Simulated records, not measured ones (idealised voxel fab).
You're looking at the process module voxel ribs on slabs.
Section shown: cut. Width: 145 nm. Cell size: 5 nm, square.
Cross-section = grid of square cells, listed top down in bands; band = one or more rows. Band: top height; bottom height; in nm. Then, left to right: material with width in nm, for each material. "everywhere": a single material spanning edge to edge. "air": empty space. Beneath 0, the wafer as received is one material, and that level is where height counting begins. The lowest band goes on downward without a bottom; it is written like "top 0, no bottom". The expression "30->40" gives the width at the extremes of the band, the first number at its top row of cells and the second at its bottom row, with the width changing by equal amounts from each row to the next in between. Take "no change" at face value: in the step it is given for, the cross-section changed in none of its cells. The entry titled "Catalogued sealed voids" provides the empty spaces that have no open way to the top, restricted to those of 8 cells or more. Each is presented as width x height at distance, the distance being measured from the left edge, with all three in nm. Post-settings text on a step line: simulator's own remark regarding the step. Each step line may optionally specify "overlay nm", which for a step with a mask gives the rightward distance between the mask's planned place and where it lay, a negative value indicating the leftward direction.

## plan
step 1: op RECEIVE | material Si
step 2: op DIRECTIONAL_DEP | material SiO2 | thk nm 25
step 3: op DIRECTIONAL_DEP | material SiN | thk nm 15
step 4: op PATTERN | tone cover | mask id RIB | material resist | width nm 25 | thk nm 20 | overlay nm 0
step 5: op DIRECTIONAL_ETCH | etch materials SiN | depth nm 5
step 6: op STRIP | etch materials resist
step 7: op PATTERN | tone cover | mask id SLAB | material resist | width nm 85 | thk nm 15 | overlay nm 0
step 8: op DIRECTIONAL_ETCH | etch materials SiN | depth nm 10
step 9: op STRIP | etch materials resist
step 10: op FILL_DEP | material SiO2 | thk nm 15
step 11: op CMP | height nm 50
step 12: op DIRECTIONAL_DEP | material W | thk nm 10
step 13: op PATTERN | tone cover | mask id HEATER | material resist | width nm 35 | thk nm 20 | overlay nm 0
step 14: op DIRECTIONAL_ETCH | etch materials W | depth nm 10
step 15: op STRIP | etch materials resist
step 16: op CONFORMAL_DEP | material SiO2 | thk nm 5

## The first of two wafers, run as planned

## Cross-section of the wafer upon arrival, representing the state reached after step 1
* top 0, no bottom: Si everywhere
* Catalogued sealed voids: none

## Cross-section through the wafer, step 2 finished
* top 25, bottom 0: SiO2 everywhere
* Under the height 0 nothing was changed.

## Cross-section through the wafer, step 3 finished
* top 40, bottom 25: SiN everywhere
* Under the height 25 nothing was changed.

## Cross-section through the wafer, step 4 finished
* top 60, bottom 40: 60 of air | 25 of resist | 60 of air
* Under the height 40 nothing was changed.

## Cross-section through the wafer, step 5 finished
* top 60, bottom 40: 60 of air | 25 of resist | 60 of air
* top 40, bottom 35: 60 of air | 25 of SiN | 60 of air
* Under the height 35 nothing was changed.

## Cross-section through the wafer, step 6 finished
* top 40, bottom 35: 60 of air | 25 of SiN | 60 of air
* Under the height 35 nothing was changed.

## Cross-section through the wafer, step 7 finished
* top 55, bottom 40: 30 of air | 85 of resist | 30 of air
* top 40, bottom 35: 30 of air | 30 of resist | 25 of SiN | 30 of resist | 30 of air
* Under the height 35 nothing was changed.

## Cross-section through the wafer, step 8 finished
* top 55, bottom 40: 30 of air | 85 of resist | 30 of air
* top 40, bottom 35: 30 of air | 30 of resist | 25 of SiN | 30 of resist | 30 of air
* top 35, bottom 25: 30 of air | 85 of SiN | 30 of air
* Under the height 25 nothing was changed.

## Cross-section through the wafer, step 9 finished
* top 40, bottom 35: 60 of air | 25 of SiN | 60 of air
* Under the height 35 nothing was changed.

## Cross-section through the wafer, step 10 finished
* top 55, bottom 40: SiO2 everywhere
* top 40, bottom 35: 60 of SiO2 | 25 of SiN | 60 of SiO2
* top 35, bottom 25: 30 of SiO2 | 85 of SiN | 30 of SiO2
* Under the height 25 nothing was changed.

## Cross-section through the wafer, step 11 finished
* top 50, bottom 40: SiO2 everywhere
* Under the height 40 nothing was changed.

## Cross-section through the wafer, step 12 finished
* top 60, bottom 50: W everywhere
* Under the height 50 nothing was changed.

## Cross-section through the wafer, step 13 finished
* top 80, bottom 60: 55 of air | 35 of resist | 55 of air
* Under the height 60 nothing was changed.

## Cross-section through the wafer, step 14 finished
* top 80, bottom 60: 55 of air | 35 of resist | 55 of air
* top 60, bottom 50: 55 of air | 35 of W | 55 of air
* Under the height 50 nothing was changed.

## Cross-section through the wafer, step 15 finished
* top 60, bottom 50: 55 of air | 35 of W | 55 of air
* Under the height 50 nothing was changed.

## Cross-section through the wafer, step 16 finished
* top 65, bottom 60: 50 of air | 45 of SiO2 | 50 of air
* top 60, bottom 55: 50 of air | 5 of SiO2 | 35 of W | 5 of SiO2 | 50 of air
* top 55, bottom 50: 55 of SiO2 | 35 of W | 55 of SiO2
* Under the height 50 nothing was changed.

## For the second wafer, take the first wafer's start and plan, then add one mistake made in running it; everything through step 12, that step included, is shared with the first

## Second wafer profile in section, at the moment step 13 of the plan was meant to be complete
* top 80, bottom 60: 65 of air | 35 of resist | 45 of air
* Under the height 60 nothing was changed.

## Second wafer profile in section, at the moment step 14 of the plan was meant to be complete
* top 80, bottom 60: 65 of air | 35 of resist | 45 of air
* top 60, bottom 50: 65 of air | 35 of W | 45 of air
* Under the height 50 nothing was changed.

## Second wafer profile in section, at the moment step 15 of the plan was meant to be complete
* top 60, bottom 50: 65 of air | 35 of W | 45 of air
* Under the height 50 nothing was changed.

## Second wafer profile in section, at the moment step 16 of the plan was meant to be complete
* top 65, bottom 60: 60 of air | 45 of SiO2 | 40 of air
* top 60, bottom 55: 60 of air | 5 of SiO2 | 35 of W | 5 of SiO2 | 40 of air
* top 55, bottom 50: 65 of SiO2 | 35 of W | 45 of SiO2
* Under the height 50 nothing was changed.
Finding, execution versus plan: step 13 ran with different settings than intended, the actual operation and settings being op PATTERN | tone cover | mask id HEATER | material resist | width nm 35 | thk nm 20 | overlay nm 10
Both wafers, final: cells per material equal; arrangement not.
